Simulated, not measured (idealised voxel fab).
process module | voxel self aligned contacts
cross-section cut | 170 nm wide | cells 5 nm
A cross-section is a grid of square cells, given in bands from the top down. A band is one or more rows of cells.
Each band's line starts with the height of the band's top and of its bottom, in nm. Then come its materials from left to right, each with its width in nm. One material with "throughout" fills the band from edge to edge. "air" is empty space.
Height 0 is the level under which the wafer as received is all one material. The lowest band goes on downwards, as in "0 down".
A width such as "30 to 40" changes by the same amount from each row of cells to the next, from the band's top row to its bottom row.
"no change" after a step means that no cell of the cross-section changed.
closed voids: empty space of 8 cells or more with no open way to the top, each as width x height at its distance from the left edge, in nm
after a step's settings: what the simulator itself notes on the step
overlay nm, on a step with a mask: how far to the right of its planned place the mask lay; to the left if negative
plan
1 op RECEIVE | material Si
2 op OXIDIZE | depth nm 5
3 op DIRECTIONAL_DEP | material polySi | thk nm 30
4 op DIRECTIONAL_DEP | material SiN | thk nm 25
5 op DIRECTIONAL_DEP | material aC | thk nm 15
6 op PATTERN | tone cover | mask id GATE | material resist | width nm 30 | pitch nm 75 | thk nm 35 | overlay nm 0
7 op DIRECTIONAL_ETCH | etch materials aC | depth nm 15
8 op STRIP | etch materials resist
9 op DIRECTIONAL_ETCH | etch materials SiN | depth nm 25
10 op DIRECTIONAL_ETCH | etch materials polySi | depth nm 30
11 op STRIP | etch materials aC
12 op CONFORMAL_DEP | material SiN | thk nm 10
13 op DIRECTIONAL_ETCH | etch materials SiN | depth nm 10
14 op FILL_DEP | material SiO2 | thk nm 15
15 op CMP | height nm 60
16 op MASKED_ETCH | tone open | mask id CONTACT | width nm 55 | etch materials SiO2 | depth nm 65 | overlay nm 0
17 op CONFORMAL_DEP | material TiN | thk nm 5
18 op FILL_DEP | material W | thk nm 5
19 op CMP | height nm 60
20 op CONFORMAL_DEP | material SiN | thk nm 5
as received, after step 1
  0 down: Si throughout
  closed voids: none
first wafer at the end, as planned
  65 to 60: SiN throughout
  60 to 55: SiO2 55 | TiN 20 | W 15 | TiN 20 | SiO2 60
  55 to 30: SiO2 20 | SiN 50 | TiN 5 | W 15 | TiN 5 | SiN 50 | SiO2 25
  30 to 0: SiO2 20 | SiN 10 | polySi 30 | SiN 10 | TiN 5 | W 15 | TiN 5 | SiN 10 | polySi 30 | SiN 10 | SiO2 25
  0 to -5: SiO2 70 | TiN 25 | SiO2 75
  -5 down: Si throughout
  closed voids: none
second wafer at the end: like start, like plan, one mistake
  65 to 60: SiN throughout
  60 to 55: W throughout
  55 to 30: SiN throughout
  30 to 0: polySi throughout
  0 to -5: SiO2 throughout
  -5 down: Si throughout
  closed voids: none
what went wrong: step 5 ran as: op DIRECTIONAL_DEP | material W | thk nm 15
at the end the second wafer has, in cells: 22 more of SiN | 117 fewer of SiO2 | 35 fewer of TiN | 2 fewer of W | 132 more of polySi
